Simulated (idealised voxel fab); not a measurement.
The process module presented herein is designated voxel gate over fins.
cross-section cut | 240 nm wide | cells 5 nm
A cross-section is a grid of square cells, given in bands from the top down. A band is one or more rows of cells. The entry gives the band's vertical extent as a top height and a bottom height in nm, then its horizontal make-up as materials from left to right, each with a width in nm. "blank" stands for empty space; a single material marked "full width" fills the band edge to edge. Height 0 is the level under which the wafer as received is all one material. The lowest band goes on downwards, as in "z 0 and below". It should be noted that a width expressed as "30->40" varies in equal increments from row to row of cells within the band, taking the value of the first number at the top row and that of the second number at the bottom row. Basically "all unchanged" means that step didn't change any cell in the cross-section. In "Fully sealed voids" the enclosed voids are listed, meaning empty spaces of 8 cells or larger without any opening to the top. The form is width x height at distance, distance from the left edge, units nm. On a step's line, text after the settings is the simulator commenting on that step. If you see "overlay nm" on a step's line and that step has a mask, it's telling you how far right of where it was planned the mask ended up; a negative number means it went left instead.
The following list gives the planned process steps:
step 1: RECEIVE: material Si
step 2: CONFORMAL_DEP: material SiN, thk nm 5
step 3: DIRECTIONAL_DEP: material aC, thk nm 10
step 4: PATTERN: tone cover, mask id FINS, material resist, width nm 15, pitch nm 40, thk nm 30, overlay nm 0
step 5: DIRECTIONAL_ETCH: etch materials aC, depth nm 10
step 6: STRIP: etch materials resist
step 7: DIRECTIONAL_ETCH: etch materials SiN, depth nm 5
step 8: DIRECTIONAL_ETCH: etch materials Si, depth nm 40
step 9: STRIP: etch materials aC
step 10: OXIDIZE: depth nm 5
step 11: FILL_DEP: material SiO2, thk nm 5
step 12: CMP: height nm 5
step 13: SELECTIVE_ETCH: etch materials SiO2, depth nm 15
step 14: STRIP: etch materials SiN
step 15: CONFORMAL_DEP: material HfO2, thk nm 5
step 16: CONFORMAL_DEP: material TiN, thk nm 5
step 17: FILL_DEP: material W, thk nm 15
step 18: CMP: height nm 20
step 19: CONFORMAL_DEP: material SiN, thk nm 10
The first of the two wafers, which ran as planned:
As received, after step 1:
> z 0 and below  Si full width
> Fully sealed voids: none
Cross-section of the wafer subsequent to step 2:
> z 5 to 0  SiN full width
> Under 0: no change, same as before.
Cross-section of the wafer subsequent to step 3:
> z 15 to 5  aC full width
> Under 5: no change, same as before.
Cross-section of the wafer subsequent to step 4:
> z 45 to 15  blank (70); resist (15); blank (25); resist (15); blank (25); resist (15); blank (75)
> Under 15: no change, same as before.
Cross-section of the wafer subsequent to step 5:
> z 35 to 15  blank (70); resist (15); blank (25); resist (15); blank (25); resist (15); blank (75)
> z 15 to 5  blank (70); aC (15); blank (25); aC (15); blank (25); aC (15); blank (75)
> Under 5: no change, same as before.
Cross-section of the wafer subsequent to step 6:
> z 15 to 5  blank (70); aC (15); blank (25); aC (15); blank (25); aC (15); blank (75)
> Under 5: no change, same as before.
Cross-section of the wafer subsequent to step 7:
> z 15 to 5  blank (70); aC (15); blank (25); aC (15); blank (25); aC (15); blank (75)
> z 5 to 0  blank (70); SiN (15); blank (25); SiN (15); blank (25); SiN (15); blank (75)
> Under 0: no change, same as before.
Cross-section of the wafer subsequent to step 8:
> z 15 to 5  blank (70); aC (15); blank (25); aC (15); blank (25); aC (15); blank (75)
> z 5 to 0  blank (70); SiN (15); blank (25); SiN (15); blank (25); SiN (15); blank (75)
> z 0 to -40  blank (70); Si (15); blank (25); Si (15); blank (25); Si (15); blank (75)
> Under -40: no change, same as before.
Cross-section of the wafer subsequent to step 9:
> z 5 to 0  blank (70); SiN (15); blank (25); SiN (15); blank (25); SiN (15); blank (75)
> Under 0: no change, same as before.
Cross-section of the wafer subsequent to step 10:
> z 5 to 0  blank (70); SiN (15); blank (25); SiN (15); blank (25); SiN (15); blank (75)
> z 0 to -40  blank (70); SiO2 (5); Si (5); SiO2 (5); blank (25); SiO2 (5); Si (5); SiO2 (5); blank (25); SiO2 (5); Si (5); SiO2 (5); blank (75)
> z -40 to -45  SiO2 (75); Si (5); SiO2 (35); Si (5); SiO2 (35); Si (5); SiO2 (80)
> Under -45: no change, same as before.
Cross-section of the wafer subsequent to step 11:
> z 10 to 5  SiO2 full width
> z 5 to 0  SiO2 (70); SiN (15); SiO2 (25); SiN (15); SiO2 (25); SiN (15); SiO2 (75)
> z 0 to -45  SiO2 (75); Si (5); SiO2 (35); Si (5); SiO2 (35); Si (5); SiO2 (80)
> Under -45: no change, same as before.
Cross-section of the wafer subsequent to step 12:
> z 5 to 0  SiO2 (70); SiN (15); SiO2 (25); SiN (15); SiO2 (25); SiN (15); SiO2 (75)
> Under 0: no change, same as before.
Cross-section of the wafer subsequent to step 13:
> z 5 to 0  blank (70); SiN (15); blank (25); SiN (15); blank (25); SiN (15); blank (75)
> z 0 to -10  blank (75); Si (5); blank (35); Si (5); blank (35); Si (5); blank (80)
> Under -10: no change, same as before.
Cross-section of the wafer subsequent to step 14:
> z 0 to -10  blank (75); Si (5); blank (35); Si (5); blank (35); Si (5); blank (80)
> Under -10: no change, same as before.
Cross-section of the wafer subsequent to step 15:
> z 5 to 0  blank (70); HfO2 (15); blank (25); HfO2 (15); blank (25); HfO2 (15); blank (75)
> z 0 to -5  blank (70); HfO2 (5); Si (5); HfO2 (5); blank (25); HfO2 (5); Si (5); HfO2 (5); blank (25); HfO2 (5); Si (5); HfO2 (5); blank (75)
> z -5 to -10  HfO2 (75); Si (5); HfO2 (35); Si (5); HfO2 (35); Si (5); HfO2 (80)
> Under -10: no change, same as before.
Cross-section of the wafer subsequent to step 16:
> z 10 to 5  blank (65); TiN (25); blank (15); TiN (25); blank (15); TiN (25); blank (70)
> z 5 to 0  blank (65); TiN (5); HfO2 (15); TiN (5); blank (15); TiN (5); HfO2 (15); TiN (5); blank (15); TiN (5); HfO2 (15); TiN (5); blank (70)
> z 0 to -5  TiN (70); HfO2 (5); Si (5); HfO2 (5); TiN (25); HfO2 (5); Si (5); HfO2 (5); TiN (25); HfO2 (5); Si (5); HfO2 (5); TiN (75)
> Under -5: no change, same as before.
Cross-section of the wafer subsequent to step 17:
> z 25 to 10  W full width
> z 10 to 5  W (65); TiN (25); W (15); TiN (25); W (15); TiN (25); W (70)
> z 5 to 0  W (65); TiN (5); HfO2 (15); TiN (5); W (15); TiN (5); HfO2 (15); TiN (5); W (15); TiN (5); HfO2 (15); TiN (5); W (70)
> Under 0: no change, same as before.
Cross-section of the wafer subsequent to step 18:
> z 20 to 10  W full width
> Under 10: no change, same as before.
Cross-section of the wafer subsequent to step 19:
> z 30 to 20  SiN full width
> Under 20: no change, same as before.
The second wafer was prepared from the same starting point and under the same plan as the first; its processing contained one mistake, and it remains indistinguishable from the first wafer up to and including step 3:
Cross-section of the second wafer corresponding to the planned conclusion of step 4:
> z 45 to 15  resist (70); blank (15); resist (25); blank (15); resist (25); blank (15); resist (75)
> Under 15: no change, same as before.
Cross-section of the second wafer corresponding to the planned conclusion of step 5:
> z 35 to 15  resist (70); blank (15); resist (25); blank (15); resist (25); blank (15); resist (75)
> z 15 to 5  aC (70); blank (15); aC (25); blank (15); aC (25); blank (15); aC (75)
> Under 5: no change, same as before.
Cross-section of the second wafer corresponding to the planned conclusion of step 6:
> z 15 to 5  aC (70); blank (15); aC (25); blank (15); aC (25); blank (15); aC (75)
> Under 5: no change, same as before.
Cross-section of the second wafer corresponding to the planned conclusion of step 7:
> z 15 to 5  aC (70); blank (15); aC (25); blank (15); aC (25); blank (15); aC (75)
> z 5 to 0  SiN (70); blank (15); SiN (25); blank (15); SiN (25); blank (15); SiN (75)
> Under 0: no change, same as before.
Cross-section of the second wafer corresponding to the planned conclusion of step 8:
> z 15 to 5  aC (70); blank (15); aC (25); blank (15); aC (25); blank (15); aC (75)
> z 5 to 0  SiN (70); blank (15); SiN (25); blank (15); SiN (25); blank (15); SiN (75)
> z 0 to -40  Si (70); blank (15); Si (25); blank (15); Si (25); blank (15); Si (75)
> Under -40: no change, same as before.
Cross-section of the second wafer corresponding to the planned conclusion of step 9:
> z 5 to 0  SiN (70); blank (15); SiN (25); blank (15); SiN (25); blank (15); SiN (75)
> Under 0: no change, same as before.
Cross-section of the second wafer corresponding to the planned conclusion of step 10:
> z 5 to 0  SiN (70); blank (15); SiN (25); blank (15); SiN (25); blank (15); SiN (75)
> z 0 to -40  Si (65); SiO2 (5); blank (15); SiO2 (5); Si (15); SiO2 (5); blank (15); SiO2 (5); Si (15); SiO2 (5); blank (15); SiO2 (5); Si (70)
> z -40 to -45  Si (65); SiO2 (25); Si (15); SiO2 (25); Si (15); SiO2 (25); Si (70)
> Under -45: no change, same as before.
Cross-section of the second wafer corresponding to the planned conclusion of step 11:
> z 10 to 5  SiO2 full width
> z 5 to 0  SiN (70); SiO2 (15); SiN (25); SiO2 (15); SiN (25); SiO2 (15); SiN (75)
> z 0 to -45  Si (65); SiO2 (25); Si (15); SiO2 (25); Si (15); SiO2 (25); Si (70)
> Under -45: no change, same as before.
Cross-section of the second wafer corresponding to the planned conclusion of step 12:
> z 5 to 0  SiN (70); SiO2 (15); SiN (25); SiO2 (15); SiN (25); SiO2 (15); SiN (75)
> Under 0: no change, same as before.
Cross-section of the second wafer corresponding to the planned conclusion of step 13:
> z 5 to 0  SiN (70); blank (15); SiN (25); blank (15); SiN (25); blank (15); SiN (75)
> z 0 to -10  Si (65); blank (25); Si (15); blank (25); Si (15); blank (25); Si (70)
> Under -10: no change, same as before.
Cross-section of the second wafer corresponding to the planned conclusion of step 14:
> z 0 to -10  Si (65); blank (25); Si (15); blank (25); Si (15); blank (25); Si (70)
> Under -10: no change, same as before.
Cross-section of the second wafer corresponding to the planned conclusion of step 15:
> z 5 to 0  HfO2 (70); blank (15); HfO2 (25); blank (15); HfO2 (25); blank (15); HfO2 (75)
> z 0 to -5  Si (65); HfO2 (5); blank (15); HfO2 (5); Si (15); HfO2 (5); blank (15); HfO2 (5); Si (15); HfO2 (5); blank (15); HfO2 (5); Si (70)
> z -5 to -10  Si (65); HfO2 (25); Si (15); HfO2 (25); Si (15); HfO2 (25); Si (70)
> Under -10: no change, same as before.
Cross-section of the second wafer corresponding to the planned conclusion of step 16:
> z 10 to 5  TiN (75); blank (5); TiN (35); blank (5); TiN (35); blank (5); TiN (80)
> z 5 to 0  HfO2 (70); TiN (5); blank (5); TiN (5); HfO2 (25); TiN (5); blank (5); TiN (5); HfO2 (25); TiN (5); blank (5); TiN (5); HfO2 (75)
> z 0 to -5  Si (65); HfO2 (5); TiN (15); HfO2 (5); Si (15); HfO2 (5); TiN (15); HfO2 (5); Si (15); HfO2 (5); TiN (15); HfO2 (5); Si (70)
> Under -5: no change, same as before.
Cross-section of the second wafer corresponding to the planned conclusion of step 17:
> z 25 to 10  W full width
> z 10 to 5  TiN (75); W (5); TiN (35); W (5); TiN (35); W (5); TiN (80)
> z 5 to 0  HfO2 (70); TiN (5); W (5); TiN (5); HfO2 (25); TiN (5); W (5); TiN (5); HfO2 (25); TiN (5); W (5); TiN (5); HfO2 (75)
> Under 0: no change, same as before.
Cross-section of the second wafer corresponding to the planned conclusion of step 18:
> z 20 to 10  W full width
> Under 10: no change, same as before.
Cross-section of the second wafer corresponding to the planned conclusion of step 19:
> z 30 to 20  SiN full width
> Under 20: no change, same as before.
Here's what went sideways: note that step 4 departed from the planned setting and was carried out as PATTERN: tone open, mask id FINS, material resist, width nm 15, pitch nm 40, thk nm 30, overlay nm 0
Once processing is complete, comparing cell counts shows that the second wafer has more or fewer of certain materials than the first: Si +270 | SiO2 -210 | W -60
